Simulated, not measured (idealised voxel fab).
Documented hereafter: the process module known as voxel quadruple lines.
Square cell edge 5 nm, section width 215 nm, ID cut.
Cross-section format: a grid of square cells, given as bands from top to bottom; each band is one or more rows of cells.
The band entry comprises the height of the band's top followed by the height of its bottom, expressed in nm, and subsequently the band's materials from left to right, each stated together with its width in nm. Where a single material is marked with the word "edge to edge", that material fills the band from edge to edge. The word "blank" represents empty space.
Heights are expressed relative to 0, this being the level below which the as-received wafer comprises one material exclusively. The lowest band is unbounded in the downward direction and is denoted as in "0 and below".
Width spec "30 to 40" -> top row of cells at first value, bottom row at second value, equal per-row change in between.
You'll sometimes find "identical to before" written for a step, and that's the way of saying that nowhere in the cross-section did a cell change during that step.
"Trapped voids" specifies each empty space that is not open to the top and that occupies no fewer than 8 cells, using the form width x height at distance, the distance measured from the left edge and all three quantities in nm.
Post-settings text on a step line: simulator's own remark regarding the step.
Each step line may optionally specify "overlay nm", which for a step with a mask gives the rightward distance between the mask's planned place and where it lay, a negative value indicating the leftward direction.
# These are the steps we planned for the process
1. RECEIVE | material Si
2. CONFORMAL_DEP | material SiO2 | thk nm 10
3. DIRECTIONAL_DEP | material Ru | thk nm 15
4. DIRECTIONAL_DEP | material polySi | thk nm 10
5. DIRECTIONAL_DEP | material aC | thk nm 25
6. PATTERN | tone cover | mask id MANDREL | material resist | width nm 20 | pitch nm 60 | thk nm 35 | overlay nm 0
7. DIRECTIONAL_ETCH | etch materials aC | depth nm 25
8. STRIP | etch materials resist
9. CONFORMAL_DEP | material SiO2 | thk nm 10
10. DIRECTIONAL_ETCH | etch materials SiO2 | depth nm 10
11. STRIP | etch materials aC
12. DIRECTIONAL_ETCH | etch materials polySi | depth nm 20
13. STRIP | etch materials SiO2
14. CONFORMAL_DEP | material SiN | thk nm 5
15. DIRECTIONAL_ETCH | etch materials SiN | depth nm 5
16. STRIP | etch materials polySi
17. DIRECTIONAL_ETCH | etch materials Ru | depth nm 15
18. STRIP | etch materials SiN
The thk nm used in step 4 is not the same on every wafer, whereas the starting condition is; the value printed in the plan is the first wafer's.
# Sectional view: first of several wafers, as received, after step 1
> 0 and below  Si edge to edge
> Trapped voids: none
# Wafer cross-section (first of several) - module end, post step 18 (last step)
> 25 down to 10  50 blank / 5 Ru / 10 blank / 5 Ru / 10 blank / 5 Ru / 10 blank / 5 Ru / 10 blank / 5 Ru / 10 blank / 5 Ru / 10 blank / 5 Ru / 10 blank / 5 Ru / 55 blank
> 10 down to 0  SiO2 edge to edge
> 0 and below  Si edge to edge
> Trapped voids: none
# Cross-section of the final wafer among several, taken at the end of the module
> 10 down to 0  SiO2 edge to edge
> 0 and below  Si edge to edge
> Trapped voids: none
# End of module, by wafer: material-by-material cell gain (+) or loss (-) since receipt, then closed voids
thk nm 10 | +24 Ru | +86 SiO2 | Trapped voids: none
thk nm 15 | +24 Ru | +86 SiO2 | Trapped voids: none
thk nm 20 | +24 Ru | +86 SiO2 | Trapped voids: none
thk nm 25 | +86 SiO2 | Trapped voids: none
thk nm 30 | +86 SiO2 | Trapped voids: none
thk nm 35 | +86 SiO2 | Trapped voids: none
